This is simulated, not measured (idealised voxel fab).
Herein follows the process module entitled voxel self aligned contacts.
The cross-section shown here is cut; it is 205 nm wide and divided into square cells measuring 5 nm on a side.
Cross-section layout: square cells on a grid; listed as bands, top to bottom; a band spans one or more cell rows. Quick guide to a band line: top height, bottom height (nm) up front; then every material left to right with its width in nm. Only one material and it's marked "edge to edge"? Then it fills the band edge to edge. And "blank" just means empty space. It should be noted that heights are counted from 0, beneath which the wafer as supplied is of one material throughout, and that the lowest band possesses no lower boundary but continues downward, as written in "0 and below". Per-row width for "30 to 40": begins at first number (top row of band), ends at second number (bottom row), increment between rows held constant. Take "stayed the same" at face value: in the step it is given for, the cross-section changed in none of its cells. "Listed closed voids" - sealed voids, min. 8 cells, no opening to top; format: width x height at distance (distance from left edge; nm throughout). Anything after a step's settings on that line? It's the simulator's own note about the step. "overlay nm", when on a step's line for a step with a mask, measures how far to the right of its planned place the mask lay; a negative measure means to the left.

**Below is the list of planned process steps**
1 RECEIVE [material Si]
2 OXIDIZE [depth nm 5]
3 DIRECTIONAL_DEP [material polySi] [thk nm 30]
4 DIRECTIONAL_DEP [material SiN] [thk nm 20]
5 MASKED_ETCH [tone cover] [mask id GATE] [width nm 25] [pitch nm 60] [etch materials SiN] [depth nm 20] [overlay nm 0]
6 MASKED_ETCH [tone cover] [mask id GATE] [width nm 25] [pitch nm 60] [etch materials polySi] [depth nm 30] [overlay nm 0]
7 CONFORMAL_DEP [material SiN] [thk nm 5]
8 DIRECTIONAL_ETCH [etch materials SiN] [depth nm 5]
9 FILL_DEP [material SiO2] [thk nm 20]
10 CMP [height nm 60]
11 PATTERN [tone open] [mask id CONTACT] [material resist] [width nm 45] [thk nm 20] [overlay nm 0]
12 DIRECTIONAL_ETCH [etch materials SiO2] [depth nm 65]
13 STRIP [etch materials resist]
14 CONFORMAL_DEP [material TiN] [thk nm 5]
15 FILL_DEP [material W] [thk nm 5]
16 CMP [height nm 60]
17 CONFORMAL_DEP [material SiN] [thk nm 5]

**The first of the two wafers, which ran as planned**

**Cross-section of the wafer as it came to us, i.e., already through step 1**
- 0 and below: Si edge to edge
- Listed closed voids: none

**Cross-section of the wafer subsequent to step 2**
- 0 down to -5: SiO2 edge to edge
- Anything lower than -5 is untouched.

**Cross-section of the wafer subsequent to step 3**
- 30 down to 0: polySi edge to edge
- Anything lower than 0 is untouched.

**Cross-section of the wafer subsequent to step 4**
- 50 down to 30: SiN edge to edge
- Anything lower than 30 is untouched.

**Cross-section of the wafer subsequent to step 5**
- 50 down to 30: 60 blank | 25 SiN | 35 blank | 25 SiN | 60 blank
- Anything lower than 30 is untouched.

**Cross-section of the wafer subsequent to step 6**
- 50 down to 30: 60 blank | 25 SiN | 35 blank | 25 SiN | 60 blank
- 30 down to 0: 60 blank | 25 polySi | 35 blank | 25 polySi | 60 blank
- Anything lower than 0 is untouched.

**Cross-section of the wafer subsequent to step 7**
- 55 down to 30: 55 blank | 35 SiN | 25 blank | 35 SiN | 55 blank
- 30 down to 5: 55 blank | 5 SiN | 25 polySi | 5 SiN | 25 blank | 5 SiN | 25 polySi | 5 SiN | 55 blank
- 5 down to 0: 60 SiN | 25 polySi | 35 SiN | 25 polySi | 60 SiN
- Anything lower than 0 is untouched.

**Cross-section of the wafer subsequent to step 8**
- 50 down to 30: 55 blank | 35 SiN | 25 blank | 35 SiN | 55 blank
- 30 down to 0: 55 blank | 5 SiN | 25 polySi | 5 SiN | 25 blank | 5 SiN | 25 polySi | 5 SiN | 55 blank
- Anything lower than 0 is untouched.

**Cross-section of the wafer subsequent to step 9**
- 70 down to 50: SiO2 edge to edge
- 50 down to 30: 55 SiO2 | 35 SiN | 25 SiO2 | 35 SiN | 55 SiO2
- 30 down to 0: 55 SiO2 | 5 SiN | 25 polySi | 5 SiN | 25 SiO2 | 5 SiN | 25 polySi | 5 SiN | 55 SiO2
- Anything lower than 0 is untouched.

**Cross-section of the wafer subsequent to step 10**
- 60 down to 50: SiO2 edge to edge
- Anything lower than 50 is untouched.

**Cross-section of the wafer subsequent to step 11**
- 80 down to 60: 80 resist | 45 blank | 80 resist
- Anything lower than 60 is untouched.

**Cross-section of the wafer subsequent to step 12**
- 80 down to 60: 80 resist | 45 blank | 80 resist
- 60 down to 50: 80 SiO2 | 45 blank | 80 SiO2
- 50 down to 30: 55 SiO2 | 35 SiN | 25 blank | 35 SiN | 55 SiO2
- 30 down to 0: 55 SiO2 | 5 SiN | 25 polySi | 5 SiN | 25 blank | 5 SiN | 25 polySi | 5 SiN | 55 SiO2
- 0 down to -5: 90 SiO2 | 25 blank | 90 SiO2
- Anything lower than -5 is untouched.

**Cross-section of the wafer subsequent to step 13**
- 60 down to 50: 80 SiO2 | 45 blank | 80 SiO2
- Anything lower than 50 is untouched.

**Cross-section of the wafer subsequent to step 14**
- 65 down to 60: 85 TiN | 35 blank | 85 TiN
- 60 down to 50: 80 SiO2 | 5 to 15 TiN | 35 to 15 blank | 5 to 15 TiN | 80 SiO2
- 50 down to 30: 55 SiO2 | 35 SiN | 5 TiN | 15 blank | 5 TiN | 35 SiN | 55 SiO2
- 30 down to 0: 55 SiO2 | 5 SiN | 25 polySi | 5 SiN | 5 TiN | 15 blank | 5 TiN | 5 SiN | 25 polySi | 5 SiN | 55 SiO2
- 0 down to -5: 90 SiO2 | 25 TiN | 90 SiO2
- Anything lower than -5 is untouched.

**Cross-section of the wafer subsequent to step 15**
- 70 down to 65: W edge to edge
- 65 down to 60: 85 TiN | 35 W | 85 TiN
- 60 down to 50: 80 SiO2 | 5 to 15 TiN | 35 to 15 W | 5 to 15 TiN | 80 SiO2
- 50 down to 30: 55 SiO2 | 35 SiN | 5 TiN | 15 W | 5 TiN | 35 SiN | 55 SiO2
- 30 down to 0: 55 SiO2 | 5 SiN | 25 polySi | 5 SiN | 5 TiN | 15 W | 5 TiN | 5 SiN | 25 polySi | 5 SiN | 55 SiO2
- Anything lower than 0 is untouched.

**Cross-section of the wafer subsequent to step 16**
- 60 down to 50: 80 SiO2 | 5 to 15 TiN | 35 to 15 W | 5 to 15 TiN | 80 SiO2
- Anything lower than 50 is untouched.

**Cross-section of the wafer subsequent to step 17**
- 65 down to 60: SiN edge to edge
- Anything lower than 60 is untouched.

**Here the second wafer is described. Its start and its plan were those of the first wafer. Its run contained one mistake. Up to and including step 1, it did exactly what the first wafer did**

Cross-section of the second wafer at the time step 2 of the plan should have ended: stayed the same

**Cross-section of the second wafer at the time step 3 of the plan should have ended**
- 30 down to 0: polySi edge to edge
- Anything lower than 0 is untouched.

**Cross-section of the second wafer at the time step 4 of the plan should have ended**
- 50 down to 30: SiN edge to edge
- Anything lower than 30 is untouched.

**Cross-section of the second wafer at the time step 5 of the plan should have ended**
- 50 down to 30: 60 blank | 25 SiN | 35 blank | 25 SiN | 60 blank
- Anything lower than 30 is untouched.

**Cross-section of the second wafer at the time step 6 of the plan should have ended**
- 50 down to 30: 60 blank | 25 SiN | 35 blank | 25 SiN | 60 blank
- 30 down to 0: 60 blank | 25 polySi | 35 blank | 25 polySi | 60 blank
- Anything lower than 0 is untouched.

**Cross-section of the second wafer at the time step 7 of the plan should have ended**
- 55 down to 30: 55 blank | 35 SiN | 25 blank | 35 SiN | 55 blank
- 30 down to 5: 55 blank | 5 SiN | 25 polySi | 5 SiN | 25 blank | 5 SiN | 25 polySi | 5 SiN | 55 blank
- 5 down to 0: 60 SiN | 25 polySi | 35 SiN | 25 polySi | 60 SiN
- Anything lower than 0 is untouched.

**Cross-section of the second wafer at the time step 8 of the plan should have ended**
- 50 down to 30: 55 blank | 35 SiN | 25 blank | 35 SiN | 55 blank
- 30 down to 0: 55 blank | 5 SiN | 25 polySi | 5 SiN | 25 blank | 5 SiN | 25 polySi | 5 SiN | 55 blank
- Anything lower than 0 is untouched.

**Cross-section of the second wafer at the time step 9 of the plan should have ended**
- 70 down to 50: SiO2 edge to edge
- 50 down to 30: 55 SiO2 | 35 SiN | 25 SiO2 | 35 SiN | 55 SiO2
- 30 down to 0: 55 SiO2 | 5 SiN | 25 polySi | 5 SiN | 25 SiO2 | 5 SiN | 25 polySi | 5 SiN | 55 SiO2
- Anything lower than 0 is untouched.

**Cross-section of the second wafer at the time step 10 of the plan should have ended**
- 60 down to 50: SiO2 edge to edge
- Anything lower than 50 is untouched.

**Cross-section of the second wafer at the time step 11 of the plan should have ended**
- 80 down to 60: 80 resist | 45 blank | 80 resist
- Anything lower than 60 is untouched.

**Cross-section of the second wafer at the time step 12 of the plan should have ended**
- 80 down to 60: 80 resist | 45 blank | 80 resist
- 60 down to 50: 80 SiO2 | 45 blank | 80 SiO2
- 50 down to 30: 55 SiO2 | 35 SiN | 25 blank | 35 SiN | 55 SiO2
- 30 down to 0: 55 SiO2 | 5 SiN | 25 polySi | 5 SiN | 25 blank | 5 SiN | 25 polySi | 5 SiN | 55 SiO2
- Anything lower than 0 is untouched.

**Cross-section of the second wafer at the time step 13 of the plan should have ended**
- 60 down to 50: 80 SiO2 | 45 blank | 80 SiO2
- Anything lower than 50 is untouched.

**Cross-section of the second wafer at the time step 14 of the plan should have ended**
- 65 down to 60: 85 TiN | 35 blank | 85 TiN
- 60 down to 50: 80 SiO2 | 5 to 15 TiN | 35 to 15 blank | 5 to 15 TiN | 80 SiO2
- 50 down to 30: 55 SiO2 | 35 SiN | 5 TiN | 15 blank | 5 TiN | 35 SiN | 55 SiO2
- 30 down to 5: 55 SiO2 | 5 SiN | 25 polySi | 5 SiN | 5 TiN | 15 blank | 5 TiN | 5 SiN | 25 polySi | 5 SiN | 55 SiO2
- 5 down to 0: 55 SiO2 | 5 SiN | 25 polySi | 5 SiN | 25 TiN | 5 SiN | 25 polySi | 5 SiN | 55 SiO2
- Anything lower than 0 is untouched.

**Cross-section of the second wafer at the time step 15 of the plan should have ended**
- 70 down to 65: W edge to edge
- 65 down to 60: 85 TiN | 35 W | 85 TiN
- 60 down to 50: 80 SiO2 | 5 to 15 TiN | 35 to 15 W | 5 to 15 TiN | 80 SiO2
- 50 down to 30: 55 SiO2 | 35 SiN | 5 TiN | 15 W | 5 TiN | 35 SiN | 55 SiO2
- 30 down to 5: 55 SiO2 | 5 SiN | 25 polySi | 5 SiN | 5 TiN | 15 W | 5 TiN | 5 SiN | 25 polySi | 5 SiN | 55 SiO2
- Anything lower than 5 is untouched.

**Cross-section of the second wafer at the time step 16 of the plan should have ended**
- 60 down to 50: 80 SiO2 | 5 to 15 TiN | 35 to 15 W | 5 to 15 TiN | 80 SiO2
- Anything lower than 50 is untouched.

**Cross-section of the second wafer at the time step 17 of the plan should have ended**
- 65 down to 60: SiN edge to edge
- Anything lower than 60 is untouched.
Run error: the plan's step 2 was left out and never carried out
Heads up, by the end the second wafer has more or fewer cells of some materials compared to the first: +41 Si | -36 SiO2 | -2 TiN | -3 W
